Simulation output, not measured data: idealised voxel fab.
process module | voxel wiring stack
cross-section cut | 260 nm wide | cells 5 nm
A cross-section is a grid of square cells, given in bands from the top down. A band is one or more rows of cells.
Each band's line starts with the height of the band's top and of its bottom, in nm. Then come its materials from left to right, each with its width in nm. One material with "throughout" fills the band from edge to edge. "air" is empty space.
Height 0 is the level under which the wafer as received is all one material. The lowest band goes on downwards, as in "0 down".
A width such as "30 to 40" changes by the same amount from each row of cells to the next, from the band's top row to its bottom row.
"no change" after a step means that no cell of the cross-section changed.
closed voids: empty space of 8 cells or more with no open way to the top, each as width x height at its distance from the left edge, in nm
after a step's settings: what the simulator itself notes on the step
overlay nm, on a step with a mask: how far to the right of its planned place the mask lay; to the left if negative
plan
1 op RECEIVE | material Si
2 op CONFORMAL_DEP | material SiO2 | thk nm 10
3 op CONFORMAL_DEP | material SiCN | thk nm 5
4 op DIRECTIONAL_DEP | material SiO2 | thk nm 25
5 op MASKED_ETCH | tone open | mask id METAL_1 | width nm 30 | pitch nm 55 | etch materials SiO2 | depth nm 25 | overlay nm 0
6 op MASKED_ETCH | tone open | mask id METAL_1 | width nm 30 | pitch nm 55 | etch materials SiCN | depth nm 5 | overlay nm 0
7 op CONFORMAL_DEP | material TiN | thk nm 5
8 op FILL_DEP | material Cu | thk nm 5
9 op CMP | height nm 30
10 op CONFORMAL_DEP | material SiCN | thk nm 5
11 op DIRECTIONAL_DEP | material SiO2 | thk nm 35
12 op PATTERN | tone open | mask id METAL_2_HOLES | material resist | width nm 15 | pitch nm 55 | thk nm 15 | overlay nm 0
13 op DIRECTIONAL_ETCH | etch materials SiO2 | depth nm 35
14 op STRIP | etch materials resist
15 op PATTERN | tone open | mask id METAL_2 | material resist | width nm 30 | pitch nm 55 | thk nm 20 | overlay nm 0
16 op DIRECTIONAL_ETCH | etch materials SiO2 | depth nm 20
17 op DIRECTIONAL_ETCH | etch materials SiCN | depth nm 5
18 op STRIP | etch materials resist
19 op CONFORMAL_DEP | material TiN | thk nm 5
20 op FILL_DEP | material Ru | thk nm 5
21 op CMP | height nm 80
22 op CONFORMAL_DEP | material SiCN | thk nm 5
23 op DIRECTIONAL_DEP | material SiO2 | thk nm 25
24 op PATTERN | tone open | mask id METAL_3 | material resist | width nm 30 | pitch nm 55 | thk nm 15 | overlay nm 0
25 op DIRECTIONAL_ETCH | etch materials SiO2 | depth nm 15
26 op STRIP | etch materials resist
27 op PATTERN | tone open | mask id METAL_3_HOLES | material resist | width nm 15 | pitch nm 55 | thk nm 20 | overlay nm 0
28 op DIRECTIONAL_ETCH | etch materials SiO2 | depth nm 10
29 op DIRECTIONAL_ETCH | etch materials SiCN | depth nm 5
30 op STRIP | etch materials resist
31 op CONFORMAL_DEP | material TiN | thk nm 5
32 op FILL_DEP | material Ru | thk nm 5
33 op CMP | height nm 110
34 op CONFORMAL_DEP | material SiCN | thk nm 5
varied across the wafers: height nm of step 9. The plan shows the first wafer's value. All wafers start alike
first wafer as received, after step 1
  0 down: Si throughout
  closed voids: none
each wafer at the end: cells of each material gained (+) or lost (-) since it was received, then its closed voids
height nm 30 | +48 Cu | +176 Ru | +160 SiCN | +584 SiO2 | +228 TiN | closed voids: none
height nm 35 | +64 Cu | +124 Ru | +160 SiCN | +612 SiO2 | +236 TiN | closed voids: none
height nm 40 | +80 Cu | +108 Ru | +160 SiCN | +640 SiO2 | +208 TiN | closed voids: none
height nm 45 | +96 Cu | +92 Ru | +160 SiCN | +612 SiO2 | +236 TiN | closed voids: none
height nm 50 | +148 Cu | +76 Ru | +160 SiCN | +584 SiO2 | +228 TiN | closed voids: none
